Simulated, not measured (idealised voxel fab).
Process module, titled voxel transistor to metal
We display cut, a cross-section 295 nm in width whose square cells are each 5 nm.
Cross-section format: a grid of square cells, given as bands from top to bottom; each band is one or more rows of cells. Read a band's entry like this: the first values are the height of its top and the height of its bottom in nm, and what follows is the sequence of materials from left to right, each with its width in nm. Note that "empty" is empty space, and that a single material marked "throughout" reaches across the band from edge to edge. Height is counted from the level 0, under which the received wafer is composed throughout of one material. The lowest of the bands is not closed at the bottom but continues downward, in the notation "top 0, no bottom". The expression "30->40" gives the width at the extremes of the band, the first number at its top row of cells and the second at its bottom row, with the width changing by equal amounts from each row to the next in between. Step marked "remained unchanged"? Then no cell in the cross-section changed in it. Any empty space of 8 cells or more lacking an open way to the top shows up in "Unvented voids" as width x height at distance, distance from the left edge, in nm. Whatever follows a step's settings on its line is a remark the simulator itself makes about that step. "overlay nm", when on a step's line for a step with a mask, measures how far to the right of its planned place the mask lay; a negative measure means to the left.

Process steps - plan
1) RECEIVE | material Si
2) OXIDIZE | depth nm 5
3) CONFORMAL_DEP | material SiN | thk nm 10
4) PATTERN | tone cover | mask id ACTIVE | material resist | width nm 110 | pitch nm 130 | thk nm 15 | overlay nm 0
5) DIRECTIONAL_ETCH | etch materials SiN | depth nm 10
6) DIRECTIONAL_ETCH | etch materials SiO2 | depth nm 5
7) DIRECTIONAL_ETCH | etch materials Si | depth nm 35
8) STRIP | etch materials resist
9) FILL_DEP | material SiO2 | thk nm 5
10) CMP | height nm 10
11) SELECTIVE_ETCH | etch materials SiO2 | depth nm 10
12) STRIP | etch materials SiN
13) SELECTIVE_ETCH | etch materials SiO2 | depth nm 5
14) OXIDIZE | depth nm 5
15) DIRECTIONAL_DEP | material polySi | thk nm 25
16) DIRECTIONAL_DEP | material SiCN | thk nm 10
17) MASKED_ETCH | tone cover | mask id GATE | width nm 30 | pitch nm 130 | etch materials SiCN | depth nm 20 | overlay nm 0
18) MASKED_ETCH | tone cover | mask id GATE | width nm 30 | pitch nm 130 | etch materials polySi | depth nm 35 | overlay nm 0
19) CONFORMAL_DEP | material SiN | thk nm 5
20) DIRECTIONAL_ETCH | etch materials SiN | depth nm 5
21) DIRECTIONAL_ETCH | etch materials SiO2 | depth nm 5
22) DIRECTIONAL_ETCH | etch materials Si | depth nm 15
23) EPI | material nSi | thk nm 15
24) FILL_DEP | material SiO2 | thk nm 10
25) CMP | height nm 20
26) STRIP | etch materials polySi
27) SELECTIVE_ETCH | etch materials SiO2 | depth nm 5
28) CONFORMAL_DEP | material HfO2 | thk nm 5
29) CONFORMAL_DEP | material TiN | thk nm 5
30) FILL_DEP | material W | thk nm 5
31) CMP | height nm 15
32) DIRECTIONAL_DEP | material SiO2 | thk nm 15
33) PATTERN | tone open | mask id CONTACT | material resist | width nm 15 | thk nm 20 | overlay nm 0
34) DIRECTIONAL_ETCH | etch materials SiO2 | depth nm 40
35) STRIP | etch materials resist
36) CONFORMAL_DEP | material TiN | thk nm 5
37) FILL_DEP | material Ru | thk nm 10
38) CMP | height nm 30
39) DIRECTIONAL_DEP | material TiN | thk nm 5
40) DIRECTIONAL_DEP | material W | thk nm 15
41) PATTERN | tone cover | mask id METAL_1 | material resist | width nm 15 | thk nm 20 | overlay nm 0
42) DIRECTIONAL_ETCH | etch materials W | depth nm 15
43) DIRECTIONAL_ETCH | etch materials TiN | depth nm 5
44) STRIP | etch materials resist
45) CONFORMAL_DEP | material SiCN | thk nm 5
46) FILL_DEP | material lowk | thk nm 10
47) CMP | height nm 50
48) CONFORMAL_DEP | material SiCN | thk nm 5

The cross-section here shows the wafer as received, i.e. in its state after step 1
    top 0, no bottom: Si throughout
    Unvented voids: none

Module complete - cross-section of the first of two wafers, run according to plan
    top 55, bottom 50: SiCN throughout
    top 50, bottom 35: lowk 30  SiCN 5  W 15  SiCN 5  lowk 50  SiCN 5  W 15  SiCN 5  lowk 30  SiCN 5  W 15  SiCN 5  lowk 50  SiCN 5  W 15  SiCN 5  lowk 35
    top 35, bottom 30: SiCN 35  TiN 15  SiCN 60  TiN 15  SiCN 40  TiN 15  SiCN 60  TiN 15  SiCN 40
    top 30, bottom 15: SiO2 35  TiN 5  Ru 5  TiN 5  SiO2 60  TiN 5  Ru 5  TiN 5  SiO2 40  TiN 5  Ru 5  TiN 5  SiO2 60  TiN 5  Ru 5  TiN 5  SiO2 40
    top 15, bottom 10: SiO2 35  TiN 5  Ru 5  TiN 5  SiO2 10  SiN 5  HfO2 5  TiN 5  W 10  TiN 5  HfO2 5  SiN 5  SiO2 10  TiN 5  Ru 5  TiN 5  SiO2 40  TiN 5  Ru 5  TiN 5  SiO2 10  SiN 5  HfO2 5  TiN 5  W 10  TiN 5  HfO2 5  SiN 5  SiO2 10  TiN 5  Ru 5  TiN 5  SiO2 40
    top 10, bottom 5: SiO2 35  TiN 15  SiO2 10  SiN 5  HfO2 5  TiN 5  W 10  TiN 5  HfO2 5  SiN 5  SiO2 10  TiN 15  SiO2 40  TiN 15  SiO2 10  SiN 5  HfO2 5  TiN 5  W 10  TiN 5  HfO2 5  SiN 5  SiO2 10  TiN 15  SiO2 40
    top 5, bottom 0: SiO2 35  TiN 10  nSi 15  SiN 5  HfO2 5  TiN 5  W 10  TiN 5  HfO2 5  SiN 5  nSi 15  TiN 10  SiO2 40  TiN 10  nSi 15  SiN 5  HfO2 5  TiN 5  W 10  TiN 5  HfO2 5  SiN 5  nSi 15  TiN 10  SiO2 40
    top 0, bottom -5: SiO2 35  TiN 10  nSi 15  SiN 5  HfO2 5  TiN 20  HfO2 5  SiN 5  nSi 15  TiN 10  SiO2 40  TiN 10  nSi 15  SiN 5  HfO2 5  TiN 20  HfO2 5  SiN 5  nSi 15  TiN 10  SiO2 40
    top -5, bottom -10: SiO2 35  TiN 10  nSi 15  HfO2 40  nSi 15  TiN 10  SiO2 40  TiN 10  nSi 15  HfO2 40  nSi 15  TiN 10  SiO2 40
    top -10, bottom -25: SiO2 25  nSi 35  Si 40  nSi 35  SiO2 20  nSi 35  Si 40  nSi 35  SiO2 30
    top -25, bottom -40: SiO2 25  Si 110  SiO2 20  Si 110  SiO2 30
    top -40, no bottom: Si throughout
    Unvented voids: none

This is the second of the two wafers, cross-sectioned at the end of the module; it started exactly like the first and was given the same plan, but it was run with one mistake
    top 70, bottom 65: SiCN throughout
    top 65, bottom 55: lowk throughout
    top 55, bottom 50: lowk 30  SiCN 25  lowk 50  SiCN 25  lowk 30  SiCN 25  lowk 50  SiCN 25  lowk 35
    top 50, bottom 35: lowk 30  SiCN 5  W 15  SiCN 5  lowk 50  SiCN 5  W 15  SiCN 5  lowk 30  SiCN 5  W 15  SiCN 5  lowk 50  SiCN 5  W 15  SiCN 5  lowk 35
    top 35, bottom 30: SiCN 35  TiN 15  SiCN 60  TiN 15  SiCN 40  TiN 15  SiCN 60  TiN 15  SiCN 40
    top 30, bottom 15: SiO2 35  TiN 5  Ru 5  TiN 5  SiO2 60  TiN 5  Ru 5  TiN 5  SiO2 40  TiN 5  Ru 5  TiN 5  SiO2 60  TiN 5  Ru 5  TiN 5  SiO2 40
    top 15, bottom 10: SiO2 35  TiN 5  Ru 5  TiN 5  SiO2 10  SiN 5  HfO2 5  TiN 5  W 10  TiN 5  HfO2 5  SiN 5  SiO2 10  TiN 5  Ru 5  TiN 5  SiO2 40  TiN 5  Ru 5  TiN 5  SiO2 10  SiN 5  HfO2 5  TiN 5  W 10  TiN 5  HfO2 5  SiN 5  SiO2 10  TiN 5  Ru 5  TiN 5  SiO2 40
    top 10, bottom 5: SiO2 35  TiN 15  SiO2 10  SiN 5  HfO2 5  TiN 5  W 10  TiN 5  HfO2 5  SiN 5  SiO2 10  TiN 15  SiO2 40  TiN 15  SiO2 10  SiN 5  HfO2 5  TiN 5  W 10  TiN 5  HfO2 5  SiN 5  SiO2 10  TiN 15  SiO2 40
    top 5, bottom 0: SiO2 35  TiN 10  nSi 15  SiN 5  HfO2 5  TiN 5  W 10  TiN 5  HfO2 5  SiN 5  nSi 15  TiN 10  SiO2 40  TiN 10  nSi 15  SiN 5  HfO2 5  TiN 5  W 10  TiN 5  HfO2 5  SiN 5  nSi 15  TiN 10  SiO2 40
    top 0, bottom -5: SiO2 35  TiN 10  nSi 15  SiN 5  HfO2 5  TiN 20  HfO2 5  SiN 5  nSi 15  TiN 10  SiO2 40  TiN 10  nSi 15  SiN 5  HfO2 5  TiN 20  HfO2 5  SiN 5  nSi 15  TiN 10  SiO2 40
    top -5, bottom -10: SiO2 35  TiN 10  nSi 15  HfO2 40  nSi 15  TiN 10  SiO2 40  TiN 10  nSi 15  HfO2 40  nSi 15  TiN 10  SiO2 40
    top -10, bottom -25: SiO2 25  nSi 35  Si 40  nSi 35  SiO2 20  nSi 35  Si 40  nSi 35  SiO2 30
    top -25, bottom -40: SiO2 25  Si 110  SiO2 20  Si 110  SiO2 30
    top -40, no bottom: Si throughout
    Unvented voids: none
what went wrong: step 47 of the plan did not run at all; it was left out
Materials where the second wafer ends with more or fewer cells than the first: SiCN +20 | lowk +157
